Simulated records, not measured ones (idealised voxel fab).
Name of the process module below: voxel trench capacitor
We display cut, a cross-section 265 nm in width whose square cells are each 5 nm.
Square cells in a grid make up a cross-section in this document, and the grid is given as bands, listed from the top down, each one or more rows of cells. Within each band entry, the heights of the top and of the bottom of the band appear first, in that order and in nm; the materials of the band then follow from left to right, each with its corresponding width in nm. The designation "all across" on a single material indicates that it fills the band from edge to edge; the designation "blank" indicates empty space. Zero point of the height axis is 0; under it, received wafer = one material. Lowest band: continues down indefinitely, "0 and below". A two-number width, for instance "30 to 40", indicates that the width is equal to the first number in the top row of the band and to the second number in the bottom row, and that it changes by a constant amount per row of cells. Where the words "no alterations made" appear for a step, the cross-section shows no cell changed by that step; every cell remained as before. Enclosed voids (no open way to top), threshold 8 cells or more, entry "Completely sealed voids", notation width x height at distance, distance from left edge, nm. Whatever follows a step's settings on its line is a remark the simulator itself makes about that step. For masked steps, "overlay nm" on the step line gives how far right of plan the mask actually lay; a minus sign means it lay to the left.
## So here's the lineup of process steps we planned
1: RECEIVE (material Si)
2: CONFORMAL_DEP (material SiN; thk nm 10)
3: DIRECTIONAL_DEP (material aC; thk nm 15)
4: PATTERN (tone open; mask id TRENCH; material resist; width nm 20; pitch nm 45; thk nm 35; overlay nm 0)
5: DIRECTIONAL_ETCH (etch materials aC; depth nm 15)
6: STRIP (etch materials resist)
7: DIRECTIONAL_ETCH (etch materials SiN; depth nm 10)
8: DIRECTIONAL_ETCH (etch materials Si; depth nm 40)
9: STRIP (etch materials aC)
10: CONFORMAL_DEP (material Al2O3; thk nm 5)
11: FILL_DEP (material polySi; thk nm 5)
12: CMP (height nm 10)
## Incoming wafer, cross-sectional view, post step 1
* 0 and below  Si all across
* Completely sealed voids: none
## Below is the wafer in cross-section after the module was completed. It began from the starting point shown above and followed the plan shown above, except that one mistake was made while running it
* 10 down to 0  polySi (70), Al2O3 (5), SiN (20), Al2O3 (5), polySi (15), Al2O3 (5), SiN (20), Al2O3 (5), polySi (15), Al2O3 (5), SiN (20), Al2O3 (5), polySi (75)
* 0 down to -35  polySi (70), Al2O3 (5), Si (20), Al2O3 (5), polySi (15), Al2O3 (5), Si (20), Al2O3 (5), polySi (15), Al2O3 (5), Si (20), Al2O3 (5), polySi (75)
* -35 down to -40  Al2O3 (75), Si (20), Al2O3 (25), Si (20), Al2O3 (25), Si (20), Al2O3 (80)
* -40 and below  Si all across
* Completely sealed voids: none
Run error: it should be noted that step 4 was executed with settings other than those planned, the operation and settings actually applied being PATTERN (tone cover; mask id TRENCH; material resist; width nm 20; pitch nm 45; thk nm 35; overlay nm 0)
